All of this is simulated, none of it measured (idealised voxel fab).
process module | voxel spacer lines
cross-section cut | 210 nm wide | cells 5 nm
A cross-section is a grid of square cells, given in bands from the top down. A band is one or more rows of cells.
Each band's line starts with the height of the band's top and of its bottom, in nm. Then come its materials from left to right, each with its width in nm. One material with "throughout" fills the band from edge to edge. "air" is empty space.
Height 0 is the level under which the wafer as received is all one material. The lowest band goes on downwards, as in "0 down".
A width such as "30 to 40" changes by the same amount from each row of cells to the next, from the band's top row to its bottom row.
"no change" after a step means that no cell of the cross-section changed.
closed voids: empty space of 8 cells or more with no open way to the top, each as width x height at its distance from the left edge, in nm
after a step's settings: what the simulator itself notes on the step
overlay nm, on a step with a mask: how far to the right of its planned place the mask lay; to the left if negative
plan
1 op RECEIVE | material Si
2 op CONFORMAL_DEP | material Al2O3 | thk nm 10
3 op DIRECTIONAL_DEP | material TiN | thk nm 10
4 op DIRECTIONAL_DEP | material polySi | thk nm 30
5 op PATTERN | tone cover | mask id MANDREL | material resist | width nm 15 | pitch nm 50 | thk nm 40 | overlay nm 0
6 op DIRECTIONAL_ETCH | etch materials polySi | depth nm 30
7 op STRIP | etch materials resist
8 op CONFORMAL_DEP | material SiO2 | thk nm 10
9 op DIRECTIONAL_ETCH | etch materials SiO2 | depth nm 10
10 op STRIP | etch materials polySi
11 op DIRECTIONAL_ETCH | etch materials TiN | depth nm 10
12 op STRIP | etch materials SiO2
as received, after step 1
  0 down: Si throughout
  closed voids: none
first wafer at the end, as planned
  20 to 10: air 35 | TiN 10 | air 15 | TiN 10 | air 15 | TiN 10 | air 15 | TiN 10 | air 15 | TiN 10 | air 15 | TiN 10 | air 40
  10 to 0: Al2O3 throughout
  0 down: Si throughout
  closed voids: none
second wafer at the end: like start, like plan, one mistake
  25 to 15: air 35 | TiN 10 | air 15 | TiN 10 | air 15 | TiN 10 | air 15 | TiN 10 | air 15 | TiN 10 | air 15 | TiN 10 | air 40
  15 to 10: TiN throughout
  10 to 0: Al2O3 throughout
  0 down: Si throughout
  closed voids: none
what went wrong: step 3 ran as: op DIRECTIONAL_DEP | material TiN | thk nm 15
at the end the second wafer has, in cells: 42 more of TiN
